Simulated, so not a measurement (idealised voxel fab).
The process module that follows is named voxel double patterning.
The cross-section shown here is cut; it is 265 nm wide and divided into square cells measuring 5 nm on a side.
Bands, listed from the top down, are how a cross-section gets written in this document; the cross-section itself is a grid of square cells, and a band is one or more rows of them. Within each band entry, the heights of the top and of the bottom of the band appear first, in that order and in nm; the materials of the band then follow from left to right, each with its corresponding width in nm. The designation "everywhere" on a single material indicates that it fills the band from edge to edge; the designation "blank" indicates empty space. Basically, 0 is our baseline, since under it the wafer straight out of the box is all one material. The bottom band has no lower end and keeps on going down, so it looks like "0 and below". The expression "30..40" gives the width at the extremes of the band, the first number at its top row of cells and the second at its bottom row, with the width changing by equal amounts from each row to the next in between. For the purposes of this document, the phrase "all unchanged" attached to a step denotes that no cell within the cross-section was modified by that step. Entry "Unvented internal voids". Content: empty spaces with no open connection to the top, size 8 cells or greater. Each: width x height at distance. Distance: from left edge. Unit: nm. What comes after the settings on a step's line is commentary from the simulator itself on that step. On any step carrying a mask, the "overlay nm" setting, if present on the step's line, tells how far right of its planned place the mask lay; negative values point to the left.

### Steps planned for the process
1. RECEIVE [material Si]
2. CONFORMAL_DEP [material SiO2] [thk nm 5]
3. DIRECTIONAL_DEP [material W] [thk nm 20]
4. DIRECTIONAL_DEP [material SiCN] [thk nm 10]
5. PATTERN [tone open] [mask id FIRST] [material resist] [width nm 15] [pitch nm 50] [thk nm 15] [overlay nm 0]
6. DIRECTIONAL_ETCH [etch materials SiCN] [depth nm 10]
7. STRIP [etch materials resist]
8. PATTERN [tone open] [mask id SECOND] [material resist] [width nm 15] [thk nm 15] [overlay nm 0]
9. DIRECTIONAL_ETCH [etch materials SiCN] [depth nm 10]
10. STRIP [etch materials resist]
11. DIRECTIONAL_ETCH [etch materials W] [depth nm 20]
12. STRIP [etch materials SiCN]

### Shown in cross-section is the wafer as received, that is, as it stands after step 1
0 and below = Si everywhere
Unvented internal voids: none

### Post-module cross-section of the first of two wafers (run per plan)
25 down to 5 = W=100 / blank=15 / W=10 / blank=15 / W=10 / blank=15 / W=100
5 down to 0 = SiO2 everywhere
0 and below = Si everywhere
Unvented internal voids: none

### Presented here is a cross-section of the second of the two wafers as it stood at the end of the module. It was started in the same manner and assigned the same plan as the first wafer; however, one mistake was made in its execution
20 down to 0 = W=100 / blank=15 / W=10 / blank=15 / W=10 / blank=15 / W=100
0 and below = Si everywhere
Unvented internal voids: none
Short version of what went wrong: with respect to the plan, step 2 was omitted and not executed
Wrapping up, a cell-based count of both wafers puts the second over or under the first for these materials: SiO2 -53
